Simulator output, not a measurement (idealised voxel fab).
The process module that follows is named voxel transistor to metal.
Square cells of 5 nm make up the cross-section cut, whose width is 175 nm.
Square cells in a grid make up a cross-section in this document, and the grid is given as bands, listed from the top down, each one or more rows of cells. Heights first: top, then bottom, in nm. Then materials, left to right, each with a width in nm. "edge to edge" on a single material: fills the band edge to edge. "air": empty space. Where do heights start? At 0: under that level the wafer as delivered is made of one material only. And the lowest band has no floor; it just carries on downward, as in "0 down". So if you see something like "30..40" for the width, read it as the top row of the band sitting at the first number and the bottom row at the second, with every row in between moving by the same amount as the last. It should be understood that the words "no modification", when stated for a given step, signify that the cross-section underwent no change in any of its cells during that step. For the entry "Enclosed empty spaces", the listed items are empty spaces with no open way to the top whose size is 8 cells or more; each item follows the pattern width x height at distance, where distance is from the left edge and all three are in nm. On each step's line, the part that comes after the settings is the simulator's own comment on the step. Each step line may optionally specify "overlay nm", which for a step with a mask gives the rightward distance between the mask's planned place and where it lay, a negative value indicating the leftward direction.
PLANNED STEP LIST FOR THE PROCESS
1: RECEIVE, material Si
2: CONFORMAL_DEP, material SiO2, thk nm 5
3: CONFORMAL_DEP, material SiN, thk nm 10
4: DIRECTIONAL_DEP, material aC, thk nm 10
5: PATTERN, tone cover, mask id ACTIVE, material resist, width nm 110, thk nm 30, overlay nm 0
6: DIRECTIONAL_ETCH, etch materials aC, depth nm 10
7: STRIP, etch materials resist
8: DIRECTIONAL_ETCH, etch materials SiN, depth nm 10
9: DIRECTIONAL_ETCH, etch materials SiO2, depth nm 5
10: DIRECTIONAL_ETCH, etch materials Si, depth nm 35
11: STRIP, etch materials aC
12: OXIDIZE, depth nm 5
13: FILL_DEP, material SiO2, thk nm 5
14: CMP, height nm 15
15: SELECTIVE_ETCH, etch materials SiO2, depth nm 5
16: STRIP, etch materials SiN
17: SELECTIVE_ETCH, etch materials SiO2, depth nm 5
18: OXIDIZE, depth nm 5
19: DIRECTIONAL_DEP, material polySi, thk nm 30
20: DIRECTIONAL_DEP, material SiCN, thk nm 15
21: DIRECTIONAL_DEP, material aC, thk nm 10
22: PATTERN, tone cover, mask id GATE, material resist, width nm 20, thk nm 25, overlay nm 0
23: DIRECTIONAL_ETCH, etch materials aC, depth nm 10
24: STRIP, etch materials resist
25: DIRECTIONAL_ETCH, etch materials SiCN, depth nm 25
26: DIRECTIONAL_ETCH, etch materials polySi, depth nm 40
27: STRIP, etch materials aC
28: CONFORMAL_DEP, material SiO2, thk nm 5
29: DIRECTIONAL_ETCH, etch materials SiO2, depth nm 5
30: CONFORMAL_DEP, material SiN, thk nm 10
31: DIRECTIONAL_ETCH, etch materials SiN, depth nm 10
32: DIRECTIONAL_ETCH, etch materials SiO2, depth nm 5
33: DIRECTIONAL_ETCH, etch materials Si, depth nm 15
34: EPI, material SiGe, thk nm 15
35: FILL_DEP, material SiO2, thk nm 10
36: CMP, height nm 45
37: DIRECTIONAL_DEP, material SiO2, thk nm 10
38: DIRECTIONAL_DEP, material aC, thk nm 15
39: PATTERN, tone open, mask id CONTACT, material resist, width nm 30, pitch nm 60, thk nm 35, overlay nm 0
40: DIRECTIONAL_ETCH, etch materials aC, depth nm 15
41: STRIP, etch materials resist
42: DIRECTIONAL_ETCH, etch materials SiO2, depth nm 45
43: STRIP, etch materials aC
44: CONFORMAL_DEP, material TiN, thk nm 5
45: FILL_DEP, material W, thk nm 5
46: CMP, height nm 55
47: DIRECTIONAL_DEP, material TiN, thk nm 5
48: DIRECTIONAL_DEP, material W, thk nm 25
49: PATTERN, tone cover, mask id METAL_1, material resist, width nm 20, pitch nm 70, thk nm 15, overlay nm 0
50: DIRECTIONAL_ETCH, etch materials W, depth nm 25
51: DIRECTIONAL_ETCH, etch materials TiN, depth nm 5
52: STRIP, etch materials resist
53: CONFORMAL_DEP, material SiN, thk nm 5
54: FILL_DEP, material lowk, thk nm 5
55: CMP, height nm 85
56: CONFORMAL_DEP, material SiCN, thk nm 5
57: DIRECTIONAL_DEP, material lowk, thk nm 35
58: MASKED_ETCH, tone open, mask id METAL_2, width nm 20, pitch nm 70, etch materials lowk, depth nm 20, overlay nm 0
59: DIRECTIONAL_DEP, material aC, thk nm 15
60: PATTERN, tone open, mask id METAL_2_HOLES, material resist, width nm 15, pitch nm 70, thk nm 35, overlay nm 0
61: DIRECTIONAL_ETCH, etch materials aC, depth nm 15
62: STRIP, etch materials resist
63: DIRECTIONAL_ETCH, etch materials lowk, depth nm 15
64: DIRECTIONAL_ETCH, etch materials SiCN, depth nm 5
65: STRIP, etch materials aC
66: CONFORMAL_DEP, material TiN, thk nm 5
67: FILL_DEP, material Ru, thk nm 5
68: CMP, height nm 125
69: CONFORMAL_DEP, material SiN, thk nm 5
WAFER CROSS-SECTION ON RECEIPT, I.E. AFTER STEP 1
> 0 down = Si edge to edge
> Enclosed empty spaces: none
STARTING WAFER: ABOVE. PLAN: ABOVE. RUN: ONE MISTAKE. CROSS-SECTION AFTER THE MODULE: BELOW
> 130 to 125 = SiN edge to edge
> 125 to 110 = 40 lowk; 5 TiN; 10 Ru; 5 TiN; 50 lowk; 5 TiN; 10 Ru; 5 TiN; 45 lowk
> 110 to 105 = 40 lowk; 5 TiN; 5 Ru; 10 TiN; 50 lowk; 5 TiN; 5 Ru; 10 TiN; 45 lowk
> 105 to 90 = 40 lowk; 5 TiN; 5 Ru; 5 TiN; 55 lowk; 5 TiN; 5 Ru; 5 TiN; 50 lowk
> 90 to 85 = 40 SiCN; 15 TiN; 55 SiCN; 15 TiN; 50 SiCN
> 85 to 60 = 35 lowk; 5 SiN; 20 W; 5 SiN; 40 lowk; 5 SiN; 20 W; 5 SiN; 40 lowk
> 60 to 55 = 40 SiN; 20 TiN; 50 SiN; 20 TiN; 45 SiN
> 55 to 50 = 35 W; 5 TiN; 30 SiO2; 5 TiN; 20 W; 5 TiN; 30 SiO2; 5 TiN; 40 W
> 50 to 45 = 35 W; 5 TiN; 30 SiO2; 30 TiN; 30 SiO2; 5 TiN; 40 W
> 45 to 30 = 35 W; 5 TiN; 20 SiO2; 10 SiN; 5 TiN; 20 SiCN; 5 TiN; 10 SiN; 20 SiO2; 5 TiN; 40 W
> 30 to 15 = 35 W; 5 TiN; 20 SiO2; 10 SiN; 5 TiN; 20 polySi; 5 TiN; 10 SiN; 20 SiO2; 5 TiN; 40 W
> 15 to 10 = 40 TiN; 20 SiO2; 10 SiN; 5 TiN; 20 polySi; 5 TiN; 10 SiN; 20 SiO2; 45 TiN
> 10 to 5 = 35 SiO2; 25 SiGe; 10 SiN; 5 SiO2; 20 polySi; 5 SiO2; 10 SiN; 25 SiGe; 40 SiO2
> 5 to 0 = 30 SiO2; 10 SiN; 20 SiGe; 10 SiN; 5 SiO2; 20 polySi; 5 SiO2; 10 SiN; 20 SiGe; 10 SiN; 35 SiO2
> 0 to -5 = 40 SiO2; 20 SiGe; 50 SiO2; 20 SiGe; 45 SiO2
> -5 to -20 = 35 SiO2; 5 Si; 20 SiGe; 50 Si; 20 SiGe; 5 Si; 40 SiO2
> -20 to -40 = 35 SiO2; 100 Si; 40 SiO2
> -40 down = Si edge to edge
> Enclosed empty spaces: none
What broke from the plan during processing? step 39 did not use the planned setting and instead ran as PATTERN, tone cover, mask id CONTACT, material resist, width nm 30, pitch nm 60, thk nm 35, overlay nm 0
